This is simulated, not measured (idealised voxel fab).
process module | voxel capacitor over wiring
cross-section cut | 295 nm wide | cells 5 nm
A cross-section is a grid of square cells, given in bands from the top down. A band is one or more rows of cells.
Each band's line starts with the height of the band's top and of its bottom, in nm. Then come its materials from left to right, each with its width in nm. One material with "throughout" fills the band from edge to edge. "air" is empty space.
Height 0 is the level under which the wafer as received is all one material. The lowest band goes on downwards, as in "0 down".
A width such as "30 to 40" changes by the same amount from each row of cells to the next, from the band's top row to its bottom row.
"no change" after a step means that no cell of the cross-section changed.
closed voids: empty space of 8 cells or more with no open way to the top, each as width x height at its distance from the left edge, in nm
after a step's settings: what the simulator itself notes on the step
overlay nm, on a step with a mask: how far to the right of its planned place the mask lay; to the left if negative
plan
1 op RECEIVE | material Si
2 op CONFORMAL_DEP | material SiO2 | thk nm 10
3 op DIRECTIONAL_DEP | material TiN | thk nm 5
4 op DIRECTIONAL_DEP | material Ru | thk nm 20
5 op PATTERN | tone cover | mask id METAL_1 | material resist | width nm 20 | pitch nm 80 | thk nm 15 | overlay nm 0
6 op DIRECTIONAL_ETCH | etch materials Ru | depth nm 20
7 op DIRECTIONAL_ETCH | etch materials TiN | depth nm 5
8 op STRIP | etch materials resist
9 op CONFORMAL_DEP | material SiN | thk nm 5
10 op FILL_DEP | material SiO2 | thk nm 10
11 op CMP | height nm 35
12 op CONFORMAL_DEP | material SiCN | thk nm 5
13 op DIRECTIONAL_DEP | material SiO2 | thk nm 20
14 op MASKED_ETCH | tone open | mask id PLUG_1 | width nm 15 | etch materials SiO2 | depth nm 20 | overlay nm 0
15 op MASKED_ETCH | tone open | mask id PLUG_1 | width nm 15 | etch materials SiCN | depth nm 5 | overlay nm 0
16 op CONFORMAL_DEP | material TiN | thk nm 5
17 op FILL_DEP | material W | thk nm 10
18 op CMP | height nm 60
19 op DIRECTIONAL_DEP | material TiN | thk nm 5
20 op DIRECTIONAL_DEP | material Al2O3 | thk nm 5
21 op DIRECTIONAL_DEP | material TiN | thk nm 5
22 op MASKED_ETCH | tone cover | mask id UPPER_PLATE | width nm 65 | etch materials TiN | depth nm 5 | overlay nm 0
23 op MASKED_ETCH | tone cover | mask id UPPER_PLATE | width nm 65 | etch materials Al2O3 | depth nm 5 | overlay nm 0
24 op PATTERN | tone cover | mask id LOWER_PLATE | material resist | width nm 75 | thk nm 20 | overlay nm 0
25 op DIRECTIONAL_ETCH | etch materials TiN | depth nm 5
26 op STRIP | etch materials resist
27 op FILL_DEP | material SiO2 | thk nm 20
28 op CMP | height nm 90
29 op PATTERN | tone open | mask id PLUG_2 | material resist | width nm 15 | thk nm 20 | overlay nm 0
30 op DIRECTIONAL_ETCH | etch materials SiO2 | depth nm 15
31 op STRIP | etch materials resist
32 op CONFORMAL_DEP | material TiN | thk nm 5
33 op FILL_DEP | material Ru | thk nm 10
34 op CMP | height nm 90
35 op CONFORMAL_DEP | material SiCN | thk nm 5
first wafer, as planned
as received, after step 1
  0 down: Si throughout
  closed voids: none
after step 2
  10 to 0: SiO2 throughout
  below 0: unchanged
after step 3
  15 to 10: TiN throughout
  below 10: unchanged
after step 4
  35 to 15: Ru throughout
  below 15: unchanged
after step 5
  50 to 35: air 95 | resist 20 | air 60 | resist 20 | air 100
  below 35: unchanged
after step 6
  50 to 35: air 95 | resist 20 | air 60 | resist 20 | air 100
  35 to 15: air 95 | Ru 20 | air 60 | Ru 20 | air 100
  below 15: unchanged
after step 7
  50 to 35: air 95 | resist 20 | air 60 | resist 20 | air 100
  35 to 15: air 95 | Ru 20 | air 60 | Ru 20 | air 100
  15 to 10: air 95 | TiN 20 | air 60 | TiN 20 | air 100
  below 10: unchanged
after step 8
  35 to 15: air 95 | Ru 20 | air 60 | Ru 20 | air 100
  below 15: unchanged
after step 9
  40 to 35: air 90 | SiN 30 | air 50 | SiN 30 | air 95
  35 to 15: air 90 | SiN 5 | Ru 20 | SiN 5 | air 50 | SiN 5 | Ru 20 | SiN 5 | air 95
  15 to 10: SiN 95 | TiN 20 | SiN 60 | TiN 20 | SiN 100
  below 10: unchanged
after step 10
  50 to 40: SiO2 throughout
  40 to 35: SiO2 90 | SiN 30 | SiO2 50 | SiN 30 | SiO2 95
  35 to 15: SiO2 90 | SiN 5 | Ru 20 | SiN 5 | SiO2 50 | SiN 5 | Ru 20 | SiN 5 | SiO2 95
  below 15: unchanged
after step 11
  35 to 15: SiO2 90 | SiN 5 | Ru 20 | SiN 5 | SiO2 50 | SiN 5 | Ru 20 | SiN 5 | SiO2 95
  below 15: unchanged
after step 12
  40 to 35: SiCN throughout
  below 35: unchanged
after step 13
  60 to 40: SiO2 throughout
  below 40: unchanged
after step 14
  60 to 40: SiO2 100 | air 15 | SiO2 180
  below 40: unchanged
after step 15
  60 to 40: SiO2 100 | air 15 | SiO2 180
  40 to 35: SiCN 100 | air 15 | SiCN 180
  below 35: unchanged
after step 16
  65 to 60: TiN 105 | air 5 | TiN 185
  60 to 40: SiO2 100 | TiN 5 | air 5 | TiN 5 | SiO2 180
  40 to 35: SiCN 100 | TiN 15 | SiCN 180
  below 35: unchanged
after step 17
  75 to 65: W throughout
  65 to 60: TiN 105 | W 5 | TiN 185
  60 to 40: SiO2 100 | TiN 5 | W 5 | TiN 5 | SiO2 180
  below 40: unchanged
after step 18
  60 to 40: SiO2 100 | TiN 5 | W 5 | TiN 5 | SiO2 180
  below 40: unchanged
after step 19
  65 to 60: TiN throughout
  below 60: unchanged
after step 20
  70 to 65: Al2O3 throughout
  below 65: unchanged
after step 21
  75 to 70: TiN throughout
  below 70: unchanged
after step 22
  75 to 70: air 100 | TiN 65 | air 130
  below 70: unchanged
after step 23
  75 to 70: air 100 | TiN 65 | air 130
  70 to 65: air 100 | Al2O3 65 | air 130
  below 65: unchanged
after step 24
  95 to 75: air 95 | resist 75 | air 125
  75 to 70: air 95 | resist 5 | TiN 65 | resist 5 | air 125
  70 to 65: air 95 | resist 5 | Al2O3 65 | resist 5 | air 125
  below 65: unchanged
after step 25
  95 to 75: air 95 | resist 75 | air 125
  75 to 70: air 95 | resist 5 | TiN 65 | resist 5 | air 125
  70 to 65: air 95 | resist 5 | Al2O3 65 | resist 5 | air 125
  65 to 60: air 95 | TiN 75 | air 125
  below 60: unchanged
after step 26
  75 to 70: air 100 | TiN 65 | air 130
  70 to 65: air 100 | Al2O3 65 | air 130
  below 65: unchanged
after step 27
  95 to 75: SiO2 throughout
  75 to 70: SiO2 100 | TiN 65 | SiO2 130
  70 to 65: SiO2 100 | Al2O3 65 | SiO2 130
  65 to 60: SiO2 95 | TiN 75 | SiO2 125
  below 60: unchanged
after step 28
  90 to 75: SiO2 throughout
  below 75: unchanged
after step 29
  110 to 90: resist 110 | air 15 | resist 170
  below 90: unchanged
after step 30
  110 to 90: resist 110 | air 15 | resist 170
  90 to 75: SiO2 110 | air 15 | SiO2 170
  below 75: unchanged
after step 31
  90 to 75: SiO2 110 | air 15 | SiO2 170
  below 75: unchanged
after step 32
  95 to 90: TiN 115 | air 5 | TiN 175
  90 to 80: SiO2 110 | TiN 5 | air 5 | TiN 5 | SiO2 170
  80 to 70: SiO2 110 to 100 | TiN 15 to 65 | SiO2 170 to 130
  below 70: unchanged
after step 33
  105 to 95: Ru throughout
  95 to 90: TiN 115 | Ru 5 | TiN 175
  90 to 80: SiO2 110 | TiN 5 | Ru 5 | TiN 5 | SiO2 170
  below 80: unchanged
after step 34
  90 to 80: SiO2 110 | TiN 5 | Ru 5 | TiN 5 | SiO2 170
  below 80: unchanged
after step 35
  95 to 90: SiCN throughout
  below 90: unchanged
second wafer: like start, like plan, one mistake. Through step 3 it matches the first wafer
when step 4 should have ended
  35 to 15: SiCN throughout
  below 15: unchanged
when step 5 should have ended
  50 to 35: air 95 | resist 20 | air 60 | resist 20 | air 100
  below 35: unchanged
when step 6 should have ended: no change
when step 7 should have ended: no change
when step 8 should have ended
  35 to 15: SiCN throughout
  below 15: unchanged
when step 9 should have ended
  40 to 35: SiN throughout
  below 35: unchanged
when step 10 should have ended
  50 to 40: SiO2 throughout
  below 40: unchanged
when step 11 should have ended
  35 to 15: SiCN throughout
  below 15: unchanged
when step 12 should have ended
  40 to 15: SiCN throughout
  below 15: unchanged
when step 13 should have ended
  60 to 40: SiO2 throughout
  below 40: unchanged
when step 14 should have ended
  60 to 40: SiO2 100 | air 15 | SiO2 180
  below 40: unchanged
when step 15 should have ended
  60 to 40: SiO2 100 | air 15 | SiO2 180
  40 to 35: SiCN 100 | air 15 | SiCN 180
  below 35: unchanged
when step 16 should have ended
  65 to 60: TiN 105 | air 5 | TiN 185
  60 to 40: SiO2 100 | TiN 5 | air 5 | TiN 5 | SiO2 180
  40 to 35: SiCN 100 | TiN 15 | SiCN 180
  below 35: unchanged
when step 17 should have ended
  75 to 65: W throughout
  65 to 60: TiN 105 | W 5 | TiN 185
  60 to 40: SiO2 100 | TiN 5 | W 5 | TiN 5 | SiO2 180
  below 40: unchanged
when step 18 should have ended
  60 to 40: SiO2 100 | TiN 5 | W 5 | TiN 5 | SiO2 180
  below 40: unchanged
when step 19 should have ended
  65 to 60: TiN throughout
  below 60: unchanged
when step 20 should have ended
  70 to 65: Al2O3 throughout
  below 65: unchanged
when step 21 should have ended
  75 to 70: TiN throughout
  below 70: unchanged
when step 22 should have ended
  75 to 70: air 100 | TiN 65 | air 130
  below 70: unchanged
when step 23 should have ended
  75 to 70: air 100 | TiN 65 | air 130
  70 to 65: air 100 | Al2O3 65 | air 130
  below 65: unchanged
when step 24 should have ended
  95 to 75: air 95 | resist 75 | air 125
  75 to 70: air 95 | resist 5 | TiN 65 | resist 5 | air 125
  70 to 65: air 95 | resist 5 | Al2O3 65 | resist 5 | air 125
  below 65: unchanged
when step 25 should have ended
  95 to 75: air 95 | resist 75 | air 125
  75 to 70: air 95 | resist 5 | TiN 65 | resist 5 | air 125
  70 to 65: air 95 | resist 5 | Al2O3 65 | resist 5 | air 125
  65 to 60: air 95 | TiN 75 | air 125
  below 60: unchanged
when step 26 should have ended
  75 to 70: air 100 | TiN 65 | air 130
  70 to 65: air 100 | Al2O3 65 | air 130
  below 65: unchanged
when step 27 should have ended
  95 to 75: SiO2 throughout
  75 to 70: SiO2 100 | TiN 65 | SiO2 130
  70 to 65: SiO2 100 | Al2O3 65 | SiO2 130
  65 to 60: SiO2 95 | TiN 75 | SiO2 125
  below 60: unchanged
when step 28 should have ended
  90 to 75: SiO2 throughout
  below 75: unchanged
when step 29 should have ended
  110 to 90: resist 110 | air 15 | resist 170
  below 90: unchanged
when step 30 should have ended
  110 to 90: resist 110 | air 15 | resist 170
  90 to 75: SiO2 110 | air 15 | SiO2 170
  below 75: unchanged
when step 31 should have ended
  90 to 75: SiO2 110 | air 15 | SiO2 170
  below 75: unchanged
when step 32 should have ended
  95 to 90: TiN 115 | air 5 | TiN 175
  90 to 80: SiO2 110 | TiN 5 | air 5 | TiN 5 | SiO2 170
  80 to 70: SiO2 110 to 100 | TiN 15 to 65 | SiO2 170 to 130
  below 70: unchanged
when step 33 should have ended
  105 to 95: Ru throughout
  95 to 90: TiN 115 | Ru 5 | TiN 175
  90 to 80: SiO2 110 | TiN 5 | Ru 5 | TiN 5 | SiO2 170
  below 80: unchanged
when step 34 should have ended
  90 to 80: SiO2 110 | TiN 5 | Ru 5 | TiN 5 | SiO2 170
  below 80: unchanged
when step 35 should have ended
  95 to 90: SiCN throughout
  below 90: unchanged
what went wrong: step 4 ran as: op DIRECTIONAL_DEP | material SiCN | thk nm 20
at the end the second wafer has, in cells: 32 fewer of Ru | 236 more of SiCN | 67 fewer of SiN | 188 fewer of SiO2 | 51 more of TiN
